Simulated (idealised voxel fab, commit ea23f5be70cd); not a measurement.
Process module, titled voxel lift off
Section shown: cut. Width: 180 nm. Cell size: 5 nm, square.
A cross-section in this document is a grid of square cells, and it is written down as bands, the top band listed before the ones below it; a band is made up of one or more rows of cells.
For a band, the entry starts with two heights in nm, that of the top and then that of the bottom, and carries on with the band's materials in order from left to right, each alongside its width in nm; the word "throughout" beside a single material means it fills the band edge to edge, and "air" means empty space.
Zero point of the height axis is 0; under it, received wafer = one material. Lowest band: continues down indefinitely, "0 down".
When a width is written as two numbers, as in "30 to 40", the first number is the width in the top row of cells of the band and the second is the width in its bottom row, and the width changes by the same amount from each row to the next.
Basically "everything unchanged" means that step didn't change any cell in the cross-section.
For the entry "Internal closed voids", the listed items are empty spaces with no open way to the top whose size is 8 cells or more; each item follows the pattern width x height at distance, where distance is from the left edge and all three are in nm.
Whatever follows a step's settings on its line is a remark the simulator itself makes about that step.
overlay nm: on a step with a mask, how far right of its planned place the mask lay; negative means left.
The process steps that were planned are listed below
1. RECEIVE [material Si]
2. CONFORMAL_DEP [material Al2O3] [thk nm 10]
3. PATTERN [tone open] [mask id LINES] [material resist] [width nm 20] [pitch nm 40] [thk nm 20] [overlay nm 0]
4. DIRECTIONAL_DEP [material Ru] [thk nm 10]
5. STRIP [etch materials resist]
6. CONFORMAL_DEP [material SiN] [thk nm 10]
Wafer, first of two, run as planned
Here's what the wafer looked like in cross-section when it arrived - that's after step 1
> 0 down | Si throughout
> Internal closed voids: none
After step 2
> 10 to 0 | Al2O3 throughout
> Everything below 0 is unchanged.
After step 3
> 30 to 10 | resist 20 nm  air 20 nm  resist 20 nm  air 20 nm  resist 20 nm  air 20 nm  resist 20 nm  air 20 nm  resist 20 nm
> Everything below 10 is unchanged.
After step 4
> 40 to 30 | Ru 20 nm  air 20 nm  Ru 20 nm  air 20 nm  Ru 20 nm  air 20 nm  Ru 20 nm  air 20 nm  Ru 20 nm
> 30 to 20 | resist 20 nm  air 20 nm  resist 20 nm  air 20 nm  resist 20 nm  air 20 nm  resist 20 nm  air 20 nm  resist 20 nm
> 20 to 10 | resist 20 nm  Ru 20 nm  resist 20 nm  Ru 20 nm  resist 20 nm  Ru 20 nm  resist 20 nm  Ru 20 nm  resist 20 nm
> Everything below 10 is unchanged.
After step 5
> 20 to 10 | air 20 nm  Ru 20 nm  air 20 nm  Ru 20 nm  air 20 nm  Ru 20 nm  air 20 nm  Ru 20 nm  air 20 nm
> Everything below 10 is unchanged.
After step 6
> 30 to 20 | air 10 nm  SiN 160 nm  air 10 nm
> 20 to 10 | SiN 20 nm  Ru 20 nm  SiN 20 nm  Ru 20 nm  SiN 20 nm  Ru 20 nm  SiN 20 nm  Ru 20 nm  SiN 20 nm
> Everything below 10 is unchanged.
Wafer two: like wafer one in start and plan, but with one mistake in execution; identical up to and including step 3
Second wafer, cross-section, planned end of step 4
> 40 to 30 | SiN 20 nm  air 20 nm  SiN 20 nm  air 20 nm  SiN 20 nm  air 20 nm  SiN 20 nm  air 20 nm  SiN 20 nm
> 30 to 20 | resist 20 nm  air 20 nm  resist 20 nm  air 20 nm  resist 20 nm  air 20 nm  resist 20 nm  air 20 nm  resist 20 nm
> 20 to 10 | resist 20 nm  SiN 20 nm  resist 20 nm  SiN 20 nm  resist 20 nm  SiN 20 nm  resist 20 nm  SiN 20 nm  resist 20 nm
> Everything below 10 is unchanged.
Second wafer, cross-section, planned end of step 5
> 20 to 10 | air 20 nm  SiN 20 nm  air 20 nm  SiN 20 nm  air 20 nm  SiN 20 nm  air 20 nm  SiN 20 nm  air 20 nm
> Everything below 10 is unchanged.
Second wafer, cross-section, planned end of step 6
> 30 to 20 | air 10 nm  SiN 160 nm  air 10 nm
> 20 to 10 | SiN throughout
> Everything below 10 is unchanged.
The mistake made against the process plan was this: step 4 did not happen as planned, as run it was DIRECTIONAL_DEP [material SiN] [thk nm 10]
Per the end-of-run cell counts, the second wafer holds more or fewer of some materials than the first: Ru -32, SiN +32
